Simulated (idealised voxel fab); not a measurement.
Process module in this document: voxel plated lines
FYI the section here is cut, 185 nm wide, cells are 5 nm squares.
Each cross-section below is a grid of square cells, stated as bands in top-down order, with one or more rows of cells making up each band.
Quick guide to a band line: top height, bottom height (nm) up front; then every material left to right with its width in nm. Only one material and it's marked "edge to edge"? Then it fills the band edge to edge. And "blank" just means empty space.
Where do heights start? At 0: under that level the wafer as delivered is made of one material only. And the lowest band has no floor; it just carries on downward, as in "0 -> down".
So if you see something like "30->40" for the width, read it as the top row of the band sitting at the first number and the bottom row at the second, with every row in between moving by the same amount as the last.
Reading "all unchanged" for a step: not a cell of the cross-section changed in it.
Reported under the label "Enclosed cavities" are the empty spaces having no open way to the top and comprising 8 cells or more; the notation for each is width x height at distance, in which the distance is measured from the left edge and all three values are in nm.
Formally, on a step line, whatever follows the settings is a remark that the simulator itself makes on the step.
A step line may carry the setting "overlay nm", which, for steps involving a mask, states the distance by which the mask lay to the right of its intended position; negative values denote displacement to the left.

## This section lists the process steps that were planned
1. RECEIVE, material Si
2. CONFORMAL_DEP, material Al2O3, thk nm 15
3. DIRECTIONAL_DEP, material TiN, thk nm 5
4. PATTERN, tone open, mask id LINES, material resist, width nm 20, pitch nm 35, thk nm 15, overlay nm 0
5. EPI, material Ru, thk nm 5
6. STRIP, etch materials resist
7. DIRECTIONAL_ETCH, etch materials TiN, depth nm 5
8. CONFORMAL_DEP, material SiO2, thk nm 5

## Wafer at receipt (post step 1), cross-section
> 0 -> down: Si edge to edge
> Enclosed cavities: none

## First of two wafers, end-of-module section, run followed plan
> 30 -> 25: blank (40), SiO2 (30), blank (5), SiO2 (30), blank (5), SiO2 (30), blank (45)
> 25 -> 20: blank (40), SiO2 (5), Ru (20), SiO2 (5), blank (5), SiO2 (5), Ru (20), SiO2 (5), blank (5), SiO2 (5), Ru (20), SiO2 (5), blank (45)
> 20 -> 15: SiO2 (45), TiN (20), SiO2 (15), TiN (20), SiO2 (15), TiN (20), SiO2 (50)
> 15 -> 0: Al2O3 edge to edge
> 0 -> down: Si edge to edge
> Enclosed cavities: none

## Cross-section of the latter of the two wafers at module completion. It had an identical start and an identical plan to the former; in running it, one mistake was made
> 30 -> 25: blank (45), SiO2 (25), blank (10), SiO2 (25), blank (10), SiO2 (25), blank (45)
> 25 -> 20: blank (45), SiO2 (5), Ru (15), SiO2 (5), blank (10), SiO2 (5), Ru (15), SiO2 (5), blank (10), SiO2 (5), Ru (15), SiO2 (5), blank (45)
> 20 -> 15: SiO2 (50), TiN (15), SiO2 (20), TiN (15), SiO2 (20), TiN (15), SiO2 (50)
> 15 -> 0: Al2O3 edge to edge
> 0 -> down: Si edge to edge
> Enclosed cavities: none
Want to know what went wrong? for step 4, the planned setting was not used; the step was instead run as PATTERN, tone open, mask id LINES, material resist, width nm 15, pitch nm 35, thk nm 15, overlay nm 0
In the final state, the cell counts of the second wafer exceed or fall short of those of the first for the following materials: Ru -3; TiN -3
